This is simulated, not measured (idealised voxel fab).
Herein follows the process module entitled voxel transistor to metal.
Cross-sectional view cut (width: 195 nm; square cell size: 5 nm).
Heads up, the way a cross-section reads in here is a grid of square cells, handed over as bands from the top down, with every band being one or more rows of cells.
First you get the band's top height and its bottom height, in nm, and then the materials it's made of, left to right, with each width in nm. If you see a single material with "full width", that one covers the band edge to edge. "blank" is empty space.
Height is counted from the level 0, under which the received wafer is composed throughout of one material. The lowest of the bands is not closed at the bottom but continues downward, in the notation "0..down".
Width "30 to 40": first value at the band's top row of cells, second value at its bottom row, equal change from row to row.
Key: "no modification" - step with no changed cell in the cross-section.
Heads up: "Unvented internal voids" only lists the empty pockets with no open path to the top that are 8 cells or more, and it writes them as width x height at distance, distance from the left edge, in nm.
It should be noted that, on the line of a given step, the content following the step's settings is a remark produced by the simulator itself with respect to that step.
overlay nm, on a step with a mask: how far to the right of its planned place the mask lay; to the left if negative
# Process steps foreseen in the plan
| 1 | RECEIVE: material Si |
| 2 | CONFORMAL_DEP: material SiO2, thk nm 5 |
| 3 | CONFORMAL_DEP: material SiN, thk nm 10 |
| 4 | DIRECTIONAL_DEP: material aC, thk nm 15 |
| 5 | PATTERN: tone cover, mask id ACTIVE, material resist, width nm 105, thk nm 35, overlay nm 0 |
| 6 | DIRECTIONAL_ETCH: etch materials aC, depth nm 15 |
| 7 | STRIP: etch materials resist |
| 8 | DIRECTIONAL_ETCH: etch materials SiN, depth nm 10 |
| 9 | DIRECTIONAL_ETCH: etch materials SiO2, depth nm 5 |
| 10 | DIRECTIONAL_ETCH: etch materials Si, depth nm 25 |
| 11 | STRIP: etch materials aC |
| 12 | OXIDIZE: depth nm 5 |
| 13 | FILL_DEP: material SiO2, thk nm 10 |
| 14 | CMP: height nm 15 |
| 15 | SELECTIVE_ETCH: etch materials SiO2, depth nm 5 |
| 16 | STRIP: etch materials SiN |
| 17 | SELECTIVE_ETCH: etch materials SiO2, depth nm 5 |
| 18 | OXIDIZE: depth nm 5 |
| 19 | DIRECTIONAL_DEP: material polySi, thk nm 20 |
| 20 | DIRECTIONAL_DEP: material SiCN, thk nm 15 |
| 21 | DIRECTIONAL_DEP: material aC, thk nm 10 |
| 22 | PATTERN: tone cover, mask id GATE, material resist, width nm 25, thk nm 30, overlay nm -15 |
| 23 | DIRECTIONAL_ETCH: etch materials aC, depth nm 10 |
| 24 | STRIP: etch materials resist |
| 25 | DIRECTIONAL_ETCH: etch materials SiCN, depth nm 25 |
| 26 | DIRECTIONAL_ETCH: etch materials polySi, depth nm 30 |
| 27 | STRIP: etch materials aC |
| 28 | CONFORMAL_DEP: material SiN, thk nm 5 |
| 29 | DIRECTIONAL_ETCH: etch materials SiN, depth nm 5 |
| 30 | DIRECTIONAL_ETCH: etch materials SiO2, depth nm 5 |
| 31 | DIRECTIONAL_ETCH: etch materials Si, depth nm 10 |
| 32 | EPI: material SiGe, thk nm 15 |
| 33 | FILL_DEP: material SiO2, thk nm 10 |
| 34 | CMP: height nm 20 |
| 35 | STRIP: etch materials polySi |
| 36 | SELECTIVE_ETCH: etch materials SiO2, depth nm 5 |
| 37 | CONFORMAL_DEP: material HfO2, thk nm 5 |
| 38 | CONFORMAL_DEP: material TiN, thk nm 5 |
| 39 | FILL_DEP: material W, thk nm 10 |
| 40 | CMP: height nm 15 |
| 41 | DIRECTIONAL_DEP: material SiO2, thk nm 10 |
| 42 | MASKED_ETCH: tone open, mask id CONTACT, width nm 15, pitch nm 80, etch materials SiO2, depth nm 25, overlay nm 0 |
| 43 | CONFORMAL_DEP: material TiN, thk nm 5 |
| 44 | FILL_DEP: material W, thk nm 5 |
| 45 | CMP: height nm 25 |
| 46 | DIRECTIONAL_DEP: material TiN, thk nm 5 |
| 47 | DIRECTIONAL_DEP: material W, thk nm 15 |
| 48 | DIRECTIONAL_DEP: material aC, thk nm 15 |
| 49 | PATTERN: tone cover, mask id METAL_1, material resist, width nm 15, pitch nm 80, thk nm 35, overlay nm 0 |
| 50 | DIRECTIONAL_ETCH: etch materials aC, depth nm 15 |
| 51 | STRIP: etch materials resist |
| 52 | DIRECTIONAL_ETCH: etch materials W, depth nm 15 |
| 53 | DIRECTIONAL_ETCH: etch materials TiN, depth nm 5 |
| 54 | STRIP: etch materials aC |
| 55 | FILL_DEP: material SiO2, thk nm 10 |
| 56 | CMP: height nm 45 |
| 57 | CONFORMAL_DEP: material SiCN, thk nm 5 |
| 58 | DIRECTIONAL_DEP: material SiO2, thk nm 30 |
| 59 | DIRECTIONAL_DEP: material aC, thk nm 15 |
| 60 | PATTERN: tone open, mask id METAL_2, material resist, width nm 15, pitch nm 80, thk nm 35, overlay nm 0 |
| 61 | DIRECTIONAL_ETCH: etch materials aC, depth nm 15 |
| 62 | STRIP: etch materials resist |
| 63 | DIRECTIONAL_ETCH: etch materials SiO2, depth nm 20 |
| 64 | STRIP: etch materials aC |
| 65 | PATTERN: tone open, mask id METAL_2_HOLES, material resist, width nm 15, pitch nm 80, thk nm 15, overlay nm 0 |
| 66 | DIRECTIONAL_ETCH: etch materials SiO2, depth nm 10 |
| 67 | DIRECTIONAL_ETCH: etch materials SiCN, depth nm 5 |
| 68 | STRIP: etch materials resist |
| 69 | CONFORMAL_DEP: material TiN, thk nm 5 |
| 70 | FILL_DEP: material Ru, thk nm 10 |
| 71 | CMP: height nm 80 |
| 72 | CONFORMAL_DEP: material SiCN, thk nm 5 |
Wafer-to-wafer difference: overlay nm, step 22. Common start. Plan = first wafer's value.
# So this is the first of several wafers, cross-sectioned as it came to us, meaning it's at the end of step 1
0..down  Si full width
Unvented internal voids: none
# each wafer at the end: cells of each material gained (+) or lost (-) since it was received, then its closed voids
overlay nm -15, +13 HfO2, +12 Ru, -163 Si, +72 SiCN, +50 SiGe, +8 SiN, +584 SiO2, +61 TiN, +26 W, Unvented internal voids: none
overlay nm -10, +13 HfO2, +12 Ru, -163 Si, +72 SiCN, +50 SiGe, +8 SiN, +582 SiO2, +63 TiN, +26 W, Unvented internal voids: none
overlay nm -5, +13 HfO2, +12 Ru, -163 Si, +72 SiCN, +50 SiGe, +8 SiN, +580 SiO2, +65 TiN, +26 W, Unvented internal voids: none
overlay nm 0, +13 HfO2, +12 Ru, -163 Si, +72 SiCN, +50 SiGe, +8 SiN, +578 SiO2, +65 TiN, +28 W, Unvented internal voids: none
overlay nm 5, +13 HfO2, +12 Ru, -163 Si, +72 SiCN, +50 SiGe, +8 SiN, +580 SiO2, +65 TiN, +26 W, Unvented internal voids: none
overlay nm 10, +13 HfO2, +12 Ru, -163 Si, +72 SiCN, +50 SiGe, +8 SiN, +582 SiO2, +63 TiN, +26 W, Unvented internal voids: none
overlay nm 15, +13 HfO2, +12 Ru, -163 Si, +72 SiCN, +50 SiGe, +8 SiN, +584 SiO2, +61 TiN, +26 W, Unvented internal voids: none
